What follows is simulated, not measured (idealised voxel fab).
process module | voxel transistor to metal
cross-section cut | 210 nm wide | cells 5 nm
A cross-section is a grid of square cells, given in bands from the top down. A band is one or more rows of cells.
Each band's line starts with the height of the band's top and of its bottom, in nm. Then come its materials from left to right, each with its width in nm. One material with "throughout" fills the band from edge to edge. "air" is empty space.
Height 0 is the level under which the wafer as received is all one material. The lowest band goes on downwards, as in "0 down".
A width such as "30 to 40" changes by the same amount from each row of cells to the next, from the band's top row to its bottom row.
"no change" after a step means that no cell of the cross-section changed.
closed voids: empty space of 8 cells or more with no open way to the top, each as width x height at its distance from the left edge, in nm
after a step's settings: what the simulator itself notes on the step
overlay nm, on a step with a mask: how far to the right of its planned place the mask lay; to the left if negative
plan
1 op RECEIVE | material Si
2 op CONFORMAL_DEP | material SiO2 | thk nm 5
3 op CONFORMAL_DEP | material SiN | thk nm 15
4 op MASKED_ETCH | tone cover | mask id ACTIVE | width nm 120 | etch materials SiN | depth nm 15 | overlay nm 0
5 op MASKED_ETCH | tone cover | mask id ACTIVE | width nm 120 | etch materials SiO2 | depth nm 5 | overlay nm 0
6 op MASKED_ETCH | tone cover | mask id ACTIVE | width nm 120 | etch materials Si | depth nm 35 | overlay nm 0
7 op FILL_DEP | material SiO2 | thk nm 10
8 op CMP | height nm 20
9 op SELECTIVE_ETCH | etch materials SiO2 | depth nm 5
10 op STRIP | etch materials SiN
11 op SELECTIVE_ETCH | etch materials SiO2 | depth nm 5
12 op OXIDIZE | depth nm 5
13 op DIRECTIONAL_DEP | material polySi | thk nm 25
14 op DIRECTIONAL_DEP | material SiCN | thk nm 15
15 op MASKED_ETCH | tone cover | mask id GATE | width nm 30 | etch materials SiCN | depth nm 25 | overlay nm 0
16 op MASKED_ETCH | tone cover | mask id GATE | width nm 30 | etch materials polySi | depth nm 35 | overlay nm 0
17 op CONFORMAL_DEP | material SiN | thk nm 10
18 op DIRECTIONAL_ETCH | etch materials SiN | depth nm 10
19 op DIRECTIONAL_ETCH | etch materials SiO2 | depth nm 5
20 op EPI | material SiGe | thk nm 5
21 op FILL_DEP | material SiO2 | thk nm 10
22 op CMP | height nm 25
23 op STRIP | etch materials polySi
24 op SELECTIVE_ETCH | etch materials SiO2 | depth nm 5
25 op CONFORMAL_DEP | material HfO2 | thk nm 5
26 op CONFORMAL_DEP | material TiN | thk nm 5
27 op FILL_DEP | material W | thk nm 10
28 op CMP | height nm 20
29 op DIRECTIONAL_DEP | material SiO2 | thk nm 15
30 op PATTERN | tone open | mask id CONTACT | material resist | width nm 15 | pitch nm 85 | thk nm 15 | overlay nm 0
31 op DIRECTIONAL_ETCH | etch materials SiO2 | depth nm 35
32 op STRIP | etch materials resist
33 op CONFORMAL_DEP | material TiN | thk nm 5
34 op FILL_DEP | material W | thk nm 5
35 op CMP | height nm 35
36 op CONFORMAL_DEP | material SiCN | thk nm 5
37 op DIRECTIONAL_DEP | material SiO2 | thk nm 15
38 op MASKED_ETCH | tone open | mask id METAL_1 | width nm 15 | pitch nm 85 | etch materials SiO2 | depth nm 15 | overlay nm 0
39 op MASKED_ETCH | tone open | mask id METAL_1 | width nm 15 | pitch nm 85 | etch materials SiCN | depth nm 5 | overlay nm 0
40 op CONFORMAL_DEP | material TiN | thk nm 5
41 op FILL_DEP | material Cu | thk nm 10
42 op CMP | height nm 55
43 op CONFORMAL_DEP | material SiCN | thk nm 5
44 op DIRECTIONAL_DEP | material SiO2 | thk nm 30
45 op DIRECTIONAL_DEP | material aC | thk nm 15
46 op PATTERN | tone open | mask id METAL_2 | material resist | width nm 15 | pitch nm 85 | thk nm 35 | overlay nm 0
47 op DIRECTIONAL_ETCH | etch materials aC | depth nm 15
48 op STRIP | etch materials resist
49 op DIRECTIONAL_ETCH | etch materials SiO2 | depth nm 15
50 op STRIP | etch materials aC
51 op PATTERN | tone open | mask id METAL_2_HOLES | material resist | width nm 15 | pitch nm 85 | thk nm 20 | overlay nm 0
52 op DIRECTIONAL_ETCH | etch materials SiO2 | depth nm 15
53 op DIRECTIONAL_ETCH | etch materials SiCN | depth nm 5
54 op STRIP | etch materials resist
55 op CONFORMAL_DEP | material TiN | thk nm 5
56 op FILL_DEP | material Cu | thk nm 10
57 op CMP | height nm 90
58 op CONFORMAL_DEP | material SiN | thk nm 5
as received, after step 1
  0 down: Si throughout
  closed voids: none
first wafer at the end, as planned
  95 to 90: SiN throughout
  90 to 60: SiO2 55 | TiN 5 | Cu 5 | TiN 5 | SiO2 70 | TiN 5 | Cu 5 | TiN 5 | SiO2 55
  60 to 55: SiCN 55 | TiN 15 | SiCN 70 | TiN 15 | SiCN 55
  55 to 40: SiO2 55 | TiN 5 | Cu 5 | TiN 5 | SiO2 70 | TiN 5 | Cu 5 | TiN 5 | SiO2 55
  40 to 35: SiCN 55 | TiN 15 | SiCN 70 | TiN 15 | SiCN 55
  35 to 20: SiO2 55 | TiN 5 | W 5 | TiN 5 | SiO2 70 | TiN 5 | W 5 | TiN 5 | SiO2 55
  20 to 10: SiO2 55 | TiN 5 | W 5 | TiN 5 | SiO2 10 | SiN 10 | HfO2 5 | TiN 5 | W 10 | TiN 5 | HfO2 5 | SiN 10 | SiO2 10 | TiN 5 | W 5 | TiN 5 | SiO2 55
  10 to 5: SiO2 40 | SiN 10 | SiO2 5 | TiN 5 | W 5 | TiN 5 | SiO2 10 | SiN 10 | HfO2 5 | TiN 5 | W 10 | TiN 5 | HfO2 5 | SiN 10 | SiO2 10 | TiN 5 | W 5 | TiN 5 | SiO2 5 | SiN 10 | SiO2 40
  5 to 0: SiO2 40 | SiN 10 | SiO2 5 | TiN 15 | SiO2 10 | SiN 10 | HfO2 5 | TiN 20 | HfO2 5 | SiN 10 | SiO2 10 | TiN 15 | SiO2 5 | SiN 10 | SiO2 40
  0 to -5: SiO2 50 | SiGe 30 | SiO2 5 | HfO2 40 | SiO2 5 | SiGe 30 | SiO2 50
  -5 to -35: SiO2 45 | Si 120 | SiO2 45
  -35 down: Si throughout
  closed voids: none
second wafer at the end: like start, like plan, one mistake
  95 to 90: SiN throughout
  90 to 60: SiO2 55 | TiN 5 | Cu 5 | TiN 5 | SiO2 70 | TiN 5 | Cu 5 | TiN 5 | SiO2 55
  60 to 55: SiCN 55 | TiN 15 | SiCN 70 | TiN 15 | SiCN 55
  55 to 40: SiO2 55 | TiN 5 | Cu 5 | TiN 5 | SiO2 70 | TiN 5 | Cu 5 | TiN 5 | SiO2 55
  40 to 35: SiCN 55 | TiN 15 | SiCN 70 | TiN 15 | SiCN 55
  35 to 25: SiO2 55 | TiN 5 | W 5 | TiN 5 | SiO2 70 | TiN 5 | W 5 | TiN 5 | SiO2 55
  25 to 20: SiO2 55 | TiN 15 | SiO2 70 | TiN 15 | SiO2 55
  20 to 5: SiN 90 | HfO2 5 | TiN 5 | W 10 | TiN 5 | HfO2 5 | SiN 90
  5 to 0: SiO2 40 | SiN 50 | HfO2 5 | TiN 20 | HfO2 5 | SiN 50 | SiO2 40
  0 to -5: SiO2 50 | SiGe 30 | SiO2 5 | HfO2 40 | SiO2 5 | SiGe 30 | SiO2 50
  -5 to -35: SiO2 45 | Si 120 | SiO2 45
  -35 down: Si throughout
  closed voids: none
what went wrong: step 21 ran as: op FILL_DEP | material SiN | thk nm 10
at the end the second wafer has, in cells: 104 more of SiN | 80 fewer of SiO2 | 16 fewer of TiN | 8 fewer of W
